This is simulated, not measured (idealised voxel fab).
Herein follows the process module entitled voxel self aligned contacts.
This is section cut - it's 150 nm across, gridded in 5 nm square cells.
We lay out every cross-section as a grid of square cells and spell it out in bands from the top down, where one band means one or more rows of cells. In this notation a band is specified by the heights of its top and bottom, in that order and in nm, after which its materials appear from left to right, each paired with its width in nm. The word "throughout" attached to a single material means that material fills the band from edge to edge; the word "empty" stands for empty space. A quick word on heights: they are counted from 0, and under that level the wafer as it came to us is one material throughout. The lowest band is different from the rest in having no bottom; it simply continues downward, written as in "top 0, no bottom". So if you see something like "30..40" for the width, read it as the top row of the band sitting at the first number and the bottom row at the second, with every row in between moving by the same amount as the last. It should be understood that the words "nothing was modified", when stated for a given step, signify that the cross-section underwent no change in any of its cells during that step. In "Sealed internal voids" the enclosed voids are listed, meaning empty spaces of 8 cells or larger without any opening to the top. The form is width x height at distance, distance from the left edge, units nm. Formally, on a step line, whatever follows the settings is a remark that the simulator itself makes on the step. The setting "overlay nm" may be written on the line of a step. When the step uses a mask, the value reports how far to the right of the planned place the mask lay, and a negative value reports that it lay to the left.
Listed below are the process steps as planned
- 1: RECEIVE: material Si
- 2: CONFORMAL_DEP: material SiO2, thk nm 5
- 3: DIRECTIONAL_DEP: material polySi, thk nm 30
- 4: DIRECTIONAL_DEP: material SiN, thk nm 20
- 5: MASKED_ETCH: tone cover, mask id GATE, width nm 30, pitch nm 60, etch materials SiN, depth nm 20, overlay nm 0
- 6: MASKED_ETCH: tone cover, mask id GATE, width nm 30, pitch nm 60, etch materials polySi, depth nm 30, overlay nm 0
- 7: CONFORMAL_DEP: material SiN, thk nm 5
- 8: DIRECTIONAL_ETCH: etch materials SiN, depth nm 5
- 9: FILL_DEP: material SiO2, thk nm 20
- 10: CMP: height nm 65
- 11: DIRECTIONAL_DEP: material aC, thk nm 15
- 12: PATTERN: tone open, mask id CONTACT, material resist, width nm 40, thk nm 30, overlay nm 0
- 13: DIRECTIONAL_ETCH: etch materials aC, depth nm 15
- 14: STRIP: etch materials resist
- 15: DIRECTIONAL_ETCH: etch materials SiO2, depth nm 65
- 16: STRIP: etch materials aC
- 17: CONFORMAL_DEP: material TiN, thk nm 5
- 18: FILL_DEP: material W, thk nm 5
- 19: CMP: height nm 65
- 20: CONFORMAL_DEP: material SiN, thk nm 5
Cross-section: wafer on arrival = after step 1
  top 0, no bottom = Si throughout
  Sealed internal voids: none
Cross-sectional view of the first of the two wafers upon completion of the module, processed in accordance with the plan
  top 70, bottom 65 = SiN throughout
  top 65, bottom 55 = SiO2=55; TiN=5..15; W=30..10; TiN=5..15; SiO2=55
  top 55, bottom 35 = SiO2=25; SiN=40; TiN=5; W=10; TiN=5; SiN=40; SiO2=25
  top 35, bottom 5 = SiO2=25; SiN=5; polySi=30; SiN=5; TiN=5; W=10; TiN=5; SiN=5; polySi=30; SiN=5; SiO2=25
  top 5, bottom 0 = SiO2=65; TiN=20; SiO2=65
  top 0, no bottom = Si throughout
  Sealed internal voids: none
Module end: cross-section of wafer two of two. Same start and process plan as the first wafer. One mistake during execution
  top 70, bottom 65 = SiN throughout
  top 65, bottom 55 = SiO2=55; TiN=5; W=30; TiN=5; SiO2=55
  top 55, bottom 50 = SiO2=55; TiN=15; W=10; TiN=15; SiO2=55
  top 50, bottom 30 = SiO2=25; SiN=40; TiN=5; W=10; TiN=5; SiN=40; SiO2=25
  top 30, bottom 5 = SiO2=25; SiN=5; polySi=30; SiN=5; TiN=5; W=10; TiN=5; SiN=5; polySi=30; SiN=5; SiO2=25
  top 5, bottom 0 = SiO2=25; SiN=5; polySi=30; SiN=5; TiN=20; SiN=5; polySi=30; SiN=5; SiO2=25
  top 0, no bottom = Si throughout
  Sealed internal voids: none
Deviation from plan: step 2 of the plan was jumped over and never run
Materials where the second wafer ends with more or fewer cells than the first: SiO2: 4 fewer; W: 4 more
